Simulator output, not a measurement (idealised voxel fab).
process module | voxel trench capacitor
cross-section cut | 160 nm wide | cells 5 nm
A cross-section is a grid of square cells, given in bands from the top down. A band is one or more rows of cells.
Each band's line starts with the height of the band's top and of its bottom, in nm. Then come its materials from left to right, each with its width in nm. One material with "throughout" fills the band from edge to edge. "air" is empty space.
Height 0 is the level under which the wafer as received is all one material. The lowest band goes on downwards, as in "0 down".
A width such as "30 to 40" changes by the same amount from each row of cells to the next, from the band's top row to its bottom row.
"no change" after a step means that no cell of the cross-section changed.
closed voids: empty space of 8 cells or more with no open way to the top, each as width x height at its distance from the left edge, in nm
after a step's settings: what the simulator itself notes on the step
overlay nm, on a step with a mask: how far to the right of its planned place the mask lay; to the left if negative
plan
1 op RECEIVE | material Si
2 op CONFORMAL_DEP | material SiN | thk nm 10
3 op PATTERN | tone open | mask id TRENCH | material resist | width nm 25 | pitch nm 40 | thk nm 20 | overlay nm 0
4 op DIRECTIONAL_ETCH | etch materials SiN | depth nm 10
5 op DIRECTIONAL_ETCH | etch materials Si | depth nm 35
6 op STRIP | etch materials resist
7 op CONFORMAL_DEP | material Al2O3 | thk nm 5
8 op FILL_DEP | material polySi | thk nm 10
9 op CMP | height nm 10
first wafer, as planned
as received, after step 1
  0 down: Si throughout
  closed voids: none
after step 2
  10 to 0: SiN throughout
  below 0: unchanged
after step 3
  30 to 10: resist 45 | air 25 | resist 15 | air 25 | resist 50
  below 10: unchanged
after step 4
  30 to 10: resist 45 | air 25 | resist 15 | air 25 | resist 50
  10 to 0: SiN 45 | air 25 | SiN 15 | air 25 | SiN 50
  below 0: unchanged
after step 5
  30 to 10: resist 45 | air 25 | resist 15 | air 25 | resist 50
  10 to 0: SiN 45 | air 25 | SiN 15 | air 25 | SiN 50
  0 to -35: Si 45 | air 25 | Si 15 | air 25 | Si 50
  below -35: unchanged
after step 6
  10 to 0: SiN 45 | air 25 | SiN 15 | air 25 | SiN 50
  below 0: unchanged
after step 7
  15 to 10: Al2O3 50 | air 15 | Al2O3 25 | air 15 | Al2O3 55
  10 to 0: SiN 45 | Al2O3 5 | air 15 | Al2O3 5 | SiN 15 | Al2O3 5 | air 15 | Al2O3 5 | SiN 50
  0 to -30: Si 45 | Al2O3 5 | air 15 | Al2O3 5 | Si 15 | Al2O3 5 | air 15 | Al2O3 5 | Si 50
  -30 to -35: Si 45 | Al2O3 25 | Si 15 | Al2O3 25 | Si 50
  below -35: unchanged
after step 8
  25 to 15: polySi throughout
  15 to 10: Al2O3 50 | polySi 15 | Al2O3 25 | polySi 15 | Al2O3 55
  10 to 0: SiN 45 | Al2O3 5 | polySi 15 | Al2O3 5 | SiN 15 | Al2O3 5 | polySi 15 | Al2O3 5 | SiN 50
  0 to -30: Si 45 | Al2O3 5 | polySi 15 | Al2O3 5 | Si 15 | Al2O3 5 | polySi 15 | Al2O3 5 | Si 50
  below -30: unchanged
after step 9
  10 to 0: SiN 45 | Al2O3 5 | polySi 15 | Al2O3 5 | SiN 15 | Al2O3 5 | polySi 15 | Al2O3 5 | SiN 50
  below 0: unchanged
second wafer: like start, like plan, one mistake. Through step 4 it matches the first wafer
when step 5 should have ended
  30 to 10: resist 45 | air 25 | resist 15 | air 25 | resist 50
  10 to 0: SiN 45 | air 25 | SiN 15 | air 25 | SiN 50
  0 to -25: Si 45 | air 25 | Si 15 | air 25 | Si 50
  below -25: unchanged
when step 6 should have ended
  10 to 0: SiN 45 | air 25 | SiN 15 | air 25 | SiN 50
  below 0: unchanged
when step 7 should have ended
  15 to 10: Al2O3 50 | air 15 | Al2O3 25 | air 15 | Al2O3 55
  10 to 0: SiN 45 | Al2O3 5 | air 15 | Al2O3 5 | SiN 15 | Al2O3 5 | air 15 | Al2O3 5 | SiN 50
  0 to -20: Si 45 | Al2O3 5 | air 15 | Al2O3 5 | Si 15 | Al2O3 5 | air 15 | Al2O3 5 | Si 50
  -20 to -25: Si 45 | Al2O3 25 | Si 15 | Al2O3 25 | Si 50
  below -25: unchanged
when step 8 should have ended
  25 to 15: polySi throughout
  15 to 10: Al2O3 50 | polySi 15 | Al2O3 25 | polySi 15 | Al2O3 55
  10 to 0: SiN 45 | Al2O3 5 | polySi 15 | Al2O3 5 | SiN 15 | Al2O3 5 | polySi 15 | Al2O3 5 | SiN 50
  0 to -20: Si 45 | Al2O3 5 | polySi 15 | Al2O3 5 | Si 15 | Al2O3 5 | polySi 15 | Al2O3 5 | Si 50
  below -20: unchanged
when step 9 should have ended
  10 to 0: SiN 45 | Al2O3 5 | polySi 15 | Al2O3 5 | SiN 15 | Al2O3 5 | polySi 15 | Al2O3 5 | SiN 50
  below 0: unchanged
what went wrong: step 5 ran as: op DIRECTIONAL_ETCH | etch materials Si | depth nm 25
at the end the second wafer has, in cells: 8 fewer of Al2O3 | 20 more of Si | 12 fewer of polySi
